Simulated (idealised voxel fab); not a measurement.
This section sets out a process module, namely voxel air gaps.
Cross-section cut spans 210 nm and uses square cells 5 nm in size.
A cross-section in this document is a grid of square cells, and it is written down as bands, the top band listed before the ones below it; a band is made up of one or more rows of cells. Heights first: top, then bottom, in nm. Then materials, left to right, each with a width in nm. "edge to edge" on a single material: fills the band edge to edge. "empty": empty space. We count height from 0. Below that, the starting wafer is all one material. The lowest band never ends at the bottom but goes on down; see "top 0, no bottom" for how that is written. The notation "30..40" denotes a width that varies across the rows of cells in the band, beginning at the first number in the top row, finishing at the second number in the bottom row, and changing by an identical amount from each row to the next. For the purposes of this document, the phrase "no change" attached to a step denotes that no cell within the cross-section was modified by that step. "Completely sealed voids" lists enclosed empty spaces (at least 8 cells, no open path upward to the top), each as width x height at distance from the left edge, in nm. Step line, after settings: the simulator's comment on this step. For masked steps, "overlay nm" on the step line gives how far right of plan the mask actually lay; a minus sign means it lay to the left.

-- These are the steps we planned for the process
1,RECEIVE,material Si
2,CONFORMAL_DEP,material SiO2,thk nm 10
3,CONFORMAL_DEP,material SiN,thk nm 5
4,DIRECTIONAL_DEP,material lowk,thk nm 35
5,DIRECTIONAL_DEP,material aC,thk nm 15
6,PATTERN,tone open,mask id LINES,material resist,width nm 15,pitch nm 45,thk nm 30,overlay nm 0
7,DIRECTIONAL_ETCH,etch materials aC,depth nm 15
8,STRIP,etch materials resist
9,DIRECTIONAL_ETCH,etch materials lowk,depth nm 35
10,STRIP,etch materials aC
11,CONFORMAL_DEP,material TiN,thk nm 5
12,FILL_DEP,material Ru,thk nm 5
13,CMP,height nm 50
14,EPI,material Ru,thk nm 10
15,SELECTIVE_ETCH,etch materials lowk,depth nm 45
16,CONFORMAL_DEP,material SiCN,thk nm 5
Across this set of wafers, the varied parameter is the width nm of step 6. Starting conditions are identical for every wafer, and the plan reports the value assigned to the first wafer.

-- Cross-section, first of several wafers, as delivered after step 1
	top 0, no bottom: Si edge to edge
	Completely sealed voids: none

-- First of several wafers: cross-section at the end of the module, after step 16, its last step
	top 65, bottom 60: 15 of empty  180 of SiCN  15 of empty
	top 60, bottom 50: 15 of empty  5 of SiCN  35 of Ru  10 of SiCN  35 of Ru  10 of SiCN  35 of Ru  10 of SiCN  35 of Ru  5 of SiCN  15 of empty
	top 50, bottom 45: 15 of empty  15 of SiCN  5 of TiN  5 of Ru  5 of TiN  30 of SiCN  5 of TiN  5 of Ru  5 of TiN  30 of SiCN  5 of TiN  5 of Ru  5 of TiN  30 of SiCN  5 of TiN  5 of Ru  5 of TiN  15 of SiCN  15 of empty
	top 45, bottom 20: 25 of empty  5 of SiCN  5 of TiN  5 of Ru  5 of TiN  5 of SiCN  20 of empty  5 of SiCN  5 of TiN  5 of Ru  5 of TiN  5 of SiCN  20 of empty  5 of SiCN  5 of TiN  5 of Ru  5 of TiN  5 of SiCN  20 of empty  5 of SiCN  5 of TiN  5 of Ru  5 of TiN  5 of SiCN  25 of empty
	top 20, bottom 15: 30 of SiCN  15 of TiN  30 of SiCN  15 of TiN  30 of SiCN  15 of TiN  30 of SiCN  15 of TiN  30 of SiCN
	top 15, bottom 10: SiN edge to edge
	top 10, bottom 0: SiO2 edge to edge
	top 0, no bottom: Si edge to edge
	Completely sealed voids: 20 x 25 at 50; 20 x 25 at 95; 20 x 25 at 140

-- The module's end: a cross-section of the last wafer
	top 65, bottom 60: 10 of empty  195 of SiCN  5 of empty
	top 60, bottom 50: 10 of empty  5 of SiCN  185 of Ru  5 of SiCN  5 of empty
	top 50, bottom 45: 10 of empty  15 of SiCN  5 of TiN  20 of Ru  5 of TiN  15 of lowk  5 of TiN  20 of Ru  5 of TiN  15 of lowk  5 of TiN  20 of Ru  5 of TiN  15 of lowk  5 of TiN  20 of Ru  5 of TiN  15 of SiCN  5 of empty
	top 45, bottom 20: 20 of empty  5 of SiCN  5 of TiN  20 of Ru  5 of TiN  15 of lowk  5 of TiN  20 of Ru  5 of TiN  15 of lowk  5 of TiN  20 of Ru  5 of TiN  15 of lowk  5 of TiN  20 of Ru  5 of TiN  5 of SiCN  15 of empty
	top 20, bottom 15: 25 of SiCN  30 of TiN  15 of lowk  30 of TiN  15 of lowk  30 of TiN  15 of lowk  30 of TiN  20 of SiCN
	top 15, bottom 10: SiN edge to edge
	top 10, bottom 0: SiO2 edge to edge
	top 0, no bottom: Si edge to edge
	Completely sealed voids: none

-- Basically each wafer gets a line in the table, showing it at the end of the module: material by material, the cells it gained (+) or lost (-) since we got it, then its closed voids
width nm 15; +80 Ru; +146 SiCN; +42 SiN; +84 SiO2; +60 TiN; Completely sealed voids: 20 x 25 at 50; 20 x 25 at 95; 20 x 25 at 140
width nm 20; +112 Ru; +134 SiCN; +42 SiN; +84 SiO2; +64 TiN; Completely sealed voids: 15 x 25 at 55; 15 x 25 at 100; 15 x 25 at 145
width nm 25; +144 Ru; +68 SiCN; +42 SiN; +84 SiO2; +68 TiN; +84 lowk; Completely sealed voids: none
width nm 30; +170 Ru; +68 SiCN; +42 SiN; +84 SiO2; +72 TiN; +63 lowk; Completely sealed voids: none
